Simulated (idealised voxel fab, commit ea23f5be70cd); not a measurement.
process module | voxel plated lines
cross-section cut | 225 nm wide | cells 5 nm
A cross-section is a grid of square cells, given in bands from the top down. A band is one or more rows of cells.
Each band's line starts with the height of the band's top and of its bottom, in nm. Then come its materials from left to right, each with its width in nm. One material with "throughout" fills the band from edge to edge. "air" is empty space.
Height 0 is the level under which the wafer as received is all one material. The lowest band goes on downwards, as in "0 down".
A width such as "30 to 40" changes by the same amount from each row of cells to the next, from the band's top row to its bottom row.
"no change" after a step means that no cell of the cross-section changed.
closed voids: empty space of 8 cells or more with no open way to the top, each as width x height at its distance from the left edge, in nm
after a step's settings: what the simulator itself notes on the step
overlay nm, on a step with a mask: how far to the right of its planned place the mask lay; to the left if negative
plan
1 op RECEIVE | material Si
2 op CONFORMAL_DEP | material Al2O3 | thk nm 10
3 op DIRECTIONAL_DEP | material TiN | thk nm 5
4 op PATTERN | tone open | mask id LINES | material resist | width nm 15 | pitch nm 40 | thk nm 30 | overlay nm 0
5 op EPI | material Ru | thk nm 5
6 op EPI | material Ru | thk nm 5
7 op STRIP | etch materials resist
8 op DIRECTIONAL_ETCH | etch materials TiN | depth nm 5
9 op CONFORMAL_DEP | material SiO2 | thk nm 10
as received, after step 1
  0 down: Si throughout
  closed voids: none
first wafer at the end, as planned
  35 to 25: air 75 | SiO2 35 | air 5 | SiO2 35 | air 75
  25 to 20: air 75 | SiO2 10 | Ru 15 | SiO2 10 | air 5 | SiO2 10 | Ru 15 | SiO2 10 | air 75
  20 to 15: SiO2 85 | Ru 15 | SiO2 25 | Ru 15 | SiO2 85
  15 to 10: SiO2 85 | TiN 15 | SiO2 25 | TiN 15 | SiO2 85
  10 to 0: Al2O3 throughout
  0 down: Si throughout
  closed voids: none
second wafer at the end: like start, like plan, one mistake
  35 to 30: air 70 | SiO2 85 | air 70
  30 to 25: SiO2 throughout
  25 to 20: SiO2 80 | Ru 25 | SiO2 15 | Ru 25 | SiO2 80
  20 to 15: Ru throughout
  15 to 10: TiN throughout
  10 to 0: Al2O3 throughout
  0 down: Si throughout
  closed voids: none
what went wrong: steps 6 and 7 were swapped
at the end the second wafer has, in cells: 43 more of Ru | 17 fewer of SiO2 | 39 more of TiN
